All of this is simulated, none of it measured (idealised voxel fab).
process module | voxel transistor to metal
cross-section cut | 155 nm wide | cells 5 nm
A cross-section is a grid of square cells, given in bands from the top down. A band is one or more rows of cells.
Each band's line starts with the height of the band's top and of its bottom, in nm. Then come its materials from left to right, each with its width in nm. One material with "throughout" fills the band from edge to edge. "air" is empty space.
Height 0 is the level under which the wafer as received is all one material. The lowest band goes on downwards, as in "0 down".
A width such as "30 to 40" changes by the same amount from each row of cells to the next, from the band's top row to its bottom row.
"no change" after a step means that no cell of the cross-section changed.
closed voids: empty space of 8 cells or more with no open way to the top, each as width x height at its distance from the left edge, in nm
after a step's settings: what the simulator itself notes on the step
overlay nm, on a step with a mask: how far to the right of its planned place the mask lay; to the left if negative
plan
1 op RECEIVE | material Si
2 op OXIDIZE | depth nm 5
3 op CONFORMAL_DEP | material SiN | thk nm 10
4 op MASKED_ETCH | tone cover | mask id ACTIVE | width nm 105 | etch materials SiN | depth nm 10 | overlay nm 0
5 op MASKED_ETCH | tone cover | mask id ACTIVE | width nm 105 | etch materials SiO2 | depth nm 5 | overlay nm 0
6 op MASKED_ETCH | tone cover | mask id ACTIVE | width nm 105 | etch materials Si | depth nm 25 | overlay nm 0
7 op OXIDIZE | depth nm 5
8 op FILL_DEP | material SiO2 | thk nm 5
9 op CMP | height nm 10
10 op SELECTIVE_ETCH | etch materials SiO2 | depth nm 10
11 op STRIP | etch materials SiN
12 op SELECTIVE_ETCH | etch materials SiO2 | depth nm 5
13 op OXIDIZE | depth nm 5
14 op DIRECTIONAL_DEP | material polySi | thk nm 30
15 op DIRECTIONAL_DEP | material SiCN | thk nm 15
16 op DIRECTIONAL_DEP | material aC | thk nm 15
17 op PATTERN | tone cover | mask id GATE | material resist | width nm 25 | thk nm 30 | overlay nm 0
18 op DIRECTIONAL_ETCH | etch materials aC | depth nm 15
19 op STRIP | etch materials resist
20 op DIRECTIONAL_ETCH | etch materials SiCN | depth nm 25
21 op DIRECTIONAL_ETCH | etch materials polySi | depth nm 40
22 op STRIP | etch materials aC
23 op CONFORMAL_DEP | material SiO2 | thk nm 5
24 op DIRECTIONAL_ETCH | etch materials SiO2 | depth nm 5
25 op CONFORMAL_DEP | material SiN | thk nm 5
26 op DIRECTIONAL_ETCH | etch materials SiN | depth nm 5
27 op DIRECTIONAL_ETCH | etch materials SiO2 | depth nm 5
28 op EPI | material nSi | thk nm 5
29 op FILL_DEP | material SiO2 | thk nm 10
30 op CMP | height nm 25
31 op STRIP | etch materials polySi
32 op SELECTIVE_ETCH | etch materials SiO2 | depth nm 5
33 op CONFORMAL_DEP | material HfO2 | thk nm 5
34 op CONFORMAL_DEP | material TiN | thk nm 5
35 op FILL_DEP | material W | thk nm 5
36 op CMP | height nm 20
37 op DIRECTIONAL_DEP | material SiO2 | thk nm 15
38 op DIRECTIONAL_DEP | material aC | thk nm 15
39 op PATTERN | tone open | mask id CONTACT | material resist | width nm 20 | pitch nm 75 | thk nm 35 | overlay nm 0
40 op DIRECTIONAL_ETCH | etch materials aC | depth nm 15
41 op STRIP | etch materials resist
42 op DIRECTIONAL_ETCH | etch materials SiO2 | depth nm 40
43 op STRIP | etch materials aC
44 op CONFORMAL_DEP | material TiN | thk nm 5
45 op FILL_DEP | material W | thk nm 5
46 op CMP | height nm 35
47 op CONFORMAL_DEP | material SiCN | thk nm 5
48 op DIRECTIONAL_DEP | material lowk | thk nm 25
49 op PATTERN | tone open | mask id METAL_1 | material resist | width nm 20 | pitch nm 75 | thk nm 20 | overlay nm 0
50 op DIRECTIONAL_ETCH | etch materials lowk | depth nm 25
51 op DIRECTIONAL_ETCH | etch materials SiCN | depth nm 5
52 op STRIP | etch materials resist
53 op CONFORMAL_DEP | material TiN | thk nm 5
54 op FILL_DEP | material Ru | thk nm 5
55 op CMP | height nm 65
56 op EPI | material Ru | thk nm 5
57 op FILL_DEP | material SiCN | thk nm 5
58 op DIRECTIONAL_DEP | material SiO2 | thk nm 30
59 op PATTERN | tone open | mask id METAL_2_HOLES | material resist | width nm 15 | pitch nm 75 | thk nm 15 | overlay nm 0
60 op DIRECTIONAL_ETCH | etch materials SiO2 | depth nm 30
61 op STRIP | etch materials resist
62 op DIRECTIONAL_DEP | material aC | thk nm 10
63 op PATTERN | tone open | mask id METAL_2 | material resist | width nm 20 | pitch nm 75 | thk nm 25 | overlay nm 0
64 op DIRECTIONAL_ETCH | etch materials aC | depth nm 10
65 op STRIP | etch materials resist
66 op DIRECTIONAL_ETCH | etch materials SiO2 | depth nm 15
67 op DIRECTIONAL_ETCH | etch materials SiCN | depth nm 5
68 op STRIP | etch materials aC
69 op CONFORMAL_DEP | material TiN | thk nm 5
70 op FILL_DEP | material Cu | thk nm 10
71 op CMP | height nm 105
72 op CONFORMAL_DEP | material SiCN | thk nm 5
as received, after step 1
  0 down: Si throughout
  closed voids: none
first wafer at the end, as planned
  110 to 105: SiCN throughout
  105 to 95: SiO2 30 | TiN 5 | Cu 10 | TiN 5 | SiO2 55 | TiN 5 | Cu 10 | TiN 5 | SiO2 30
  95 to 90: SiO2 30 | TiN 5 | Cu 5 | TiN 10 | SiO2 55 | TiN 5 | Cu 5 | TiN 10 | SiO2 30
  90 to 75: SiO2 30 | TiN 5 | Cu 5 | TiN 5 | SiO2 60 | TiN 5 | Cu 5 | TiN 5 | SiO2 35
  75 to 70: SiCN 30 | TiN 15 | SiCN 60 | TiN 15 | SiCN 35
  70 to 65: SiCN 25 | Ru 30 | SiCN 45 | Ru 30 | SiCN 25
  65 to 40: lowk 30 | TiN 5 | Ru 10 | TiN 5 | lowk 55 | TiN 5 | Ru 10 | TiN 5 | lowk 30
  40 to 35: SiCN 30 | TiN 20 | SiCN 55 | TiN 20 | SiCN 30
  35 to 20: SiO2 30 | TiN 5 | W 10 | TiN 5 | SiO2 55 | TiN 5 | W 10 | TiN 5 | SiO2 30
  20 to 0: SiO2 30 | TiN 5 | W 10 | TiN 5 | SiO2 5 | SiN 5 | HfO2 5 | TiN 5 | W 15 | TiN 5 | HfO2 5 | SiN 5 | SiO2 5 | TiN 5 | W 10 | TiN 5 | SiO2 30
  0 to -5: SiO2 30 | TiN 20 | SiO2 5 | SiN 5 | HfO2 5 | TiN 25 | HfO2 5 | SiN 5 | SiO2 5 | TiN 20 | SiO2 30
  -5 to -10: SiO2 25 | nSi 30 | SiO2 5 | HfO2 35 | SiO2 5 | nSi 30 | SiO2 25
  -10 to -35: SiO2 30 | Si 95 | SiO2 30
  -35 down: Si throughout
  closed voids: none
second wafer at the end: like start, like plan, one mistake
  110 to 105: SiCN throughout
  105 to 95: SiO2 30 | TiN 5 | Cu 10 | TiN 5 | SiO2 55 | TiN 5 | Cu 10 | TiN 5 | SiO2 30
  95 to 90: SiO2 30 | TiN 5 | Cu 5 | TiN 10 | SiO2 55 | TiN 5 | Cu 5 | TiN 10 | SiO2 30
  90 to 75: SiO2 30 | TiN 5 | Cu 5 | TiN 5 | SiO2 60 | TiN 5 | Cu 5 | TiN 5 | SiO2 35
  75 to 70: SiCN 30 | TiN 15 | SiCN 60 | TiN 15 | SiCN 35
  70 to 65: SiCN 25 | Ru 30 | SiCN 45 | Ru 30 | SiCN 25
  65 to 40: lowk 30 | TiN 5 | Ru 10 | TiN 5 | lowk 55 | TiN 5 | Ru 10 | TiN 5 | lowk 30
  40 to 35: SiCN 30 | TiN 20 | SiCN 55 | TiN 20 | SiCN 30
  35 to 20: SiO2 25 | TiN 5 | W 20 | TiN 5 | SiO2 45 | TiN 5 | W 20 | TiN 5 | SiO2 25
  20 to 0: SiO2 25 | TiN 5 | W 20 | TiN 5 | SiN 5 | HfO2 5 | TiN 5 | W 15 | TiN 5 | HfO2 5 | SiN 5 | TiN 5 | W 20 | TiN 5 | SiO2 25
  0 to -5: SiO2 25 | TiN 30 | SiN 5 | HfO2 5 | TiN 25 | HfO2 5 | SiN 5 | TiN 30 | SiO2 25
  -5 to -10: SiO2 25 | nSi 30 | SiO2 5 | HfO2 35 | SiO2 5 | nSi 30 | SiO2 25
  -10 to -35: SiO2 30 | Si 95 | SiO2 30
  -35 down: Si throughout
  closed voids: none
what went wrong: step 39 ran as: op PATTERN | tone open | mask id CONTACT | material resist | width nm 30 | pitch nm 75 | thk nm 35 | overlay nm 0
at the end the second wafer has, in cells: 32 fewer of SiO2 | 4 more of TiN | 28 more of W
